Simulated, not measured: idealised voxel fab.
Title: Process Module voxel gate over fins
Section cut is 290 nm wide and gridded with 5 nm square cells.
We lay out every cross-section as a grid of square cells and spell it out in bands from the top down, where one band means one or more rows of cells. For a band, the entry starts with two heights in nm, that of the top and then that of the bottom, and carries on with the band's materials in order from left to right, each alongside its width in nm; the word "everywhere" beside a single material means it fills the band edge to edge, and "air" means empty space. The level at which height equals 0 is the one under which the wafer, as it arrives, is entirely one material. No lower edge exists for the bottom band, which continues downward and is notated as in "0 nm and below". You'd read "30 to 40" like this: the band's top row of cells is as wide as the first number, its bottom row is as wide as the second, and going down, every row changes width by the same amount as the row before did. Where a step carries "no modifications", the cross-section came out of it unchanged, cell for cell. "Voids lacking openings" specifies each empty space that is not open to the top and that occupies no fewer than 8 cells, using the form width x height at distance, the distance measured from the left edge and all three quantities in nm. Text after the settings on a step's line: the simulator's own remark on that step. A step line may carry the setting "overlay nm", which, for steps involving a mask, states the distance by which the mask lay to the right of its intended position; negative values denote displacement to the left.
Here's what the planned process steps look like:
| 1 | RECEIVE [material Si] |
| 2 | CONFORMAL_DEP [material SiN] [thk nm 10] |
| 3 | PATTERN [tone cover] [mask id FINS] [material resist] [width nm 15] [pitch nm 35] [thk nm 20] [overlay nm -15] |
| 4 | DIRECTIONAL_ETCH [etch materials SiN] [depth nm 10] |
| 5 | DIRECTIONAL_ETCH [etch materials Si] [depth nm 35] |
| 6 | STRIP [etch materials resist] |
| 7 | OXIDIZE [depth nm 5] |
| 8 | FILL_DEP [material SiO2] [thk nm 10] |
| 9 | CMP [height nm 10] |
| 10 | SELECTIVE_ETCH [etch materials SiO2] [depth nm 25] |
| 11 | STRIP [etch materials SiN] |
| 12 | CONFORMAL_DEP [material HfO2] [thk nm 5] |
| 13 | CONFORMAL_DEP [material TiN] [thk nm 5] |
| 14 | FILL_DEP [material W] [thk nm 10] |
| 15 | CMP [height nm 15] |
| 16 | CONFORMAL_DEP [material SiCN] [thk nm 10] |
It is noted that the wafers described herein are identical at the outset and are distinguished by the overlay nm of step 3; the value stated in the plan corresponds to the first wafer.
First of several wafers (as received, post step 1), cross-sectional view:
0 nm and below  Si everywhere
Voids lacking openings: none
So in this table every wafer gets its own row, and what you see is where it stands at the end of the module: for each material, how many cells it picked up (+) or gave up (-) since we received it, and after that its closed voids:
overlay nm -15; +70 HfO2; -448 Si; +116 SiCN; +280 SiO2; +70 TiN; +202 W; Voids lacking openings: none
overlay nm -10; +70 HfO2; -448 Si; +116 SiCN; +280 SiO2; +70 TiN; +202 W; Voids lacking openings: none
overlay nm -5; +70 HfO2; -448 Si; +116 SiCN; +280 SiO2; +70 TiN; +202 W; Voids lacking openings: none
overlay nm 0; +70 HfO2; -448 Si; +116 SiCN; +280 SiO2; +70 TiN; +202 W; Voids lacking openings: none
overlay nm 5; +70 HfO2; -448 Si; +116 SiCN; +280 SiO2; +70 TiN; +202 W; Voids lacking openings: none
overlay nm 10; +70 HfO2; -448 Si; +116 SiCN; +280 SiO2; +70 TiN; +202 W; Voids lacking openings: none
overlay nm 15; +70 HfO2; -448 Si; +116 SiCN; +280 SiO2; +70 TiN; +202 W; Voids lacking openings: none
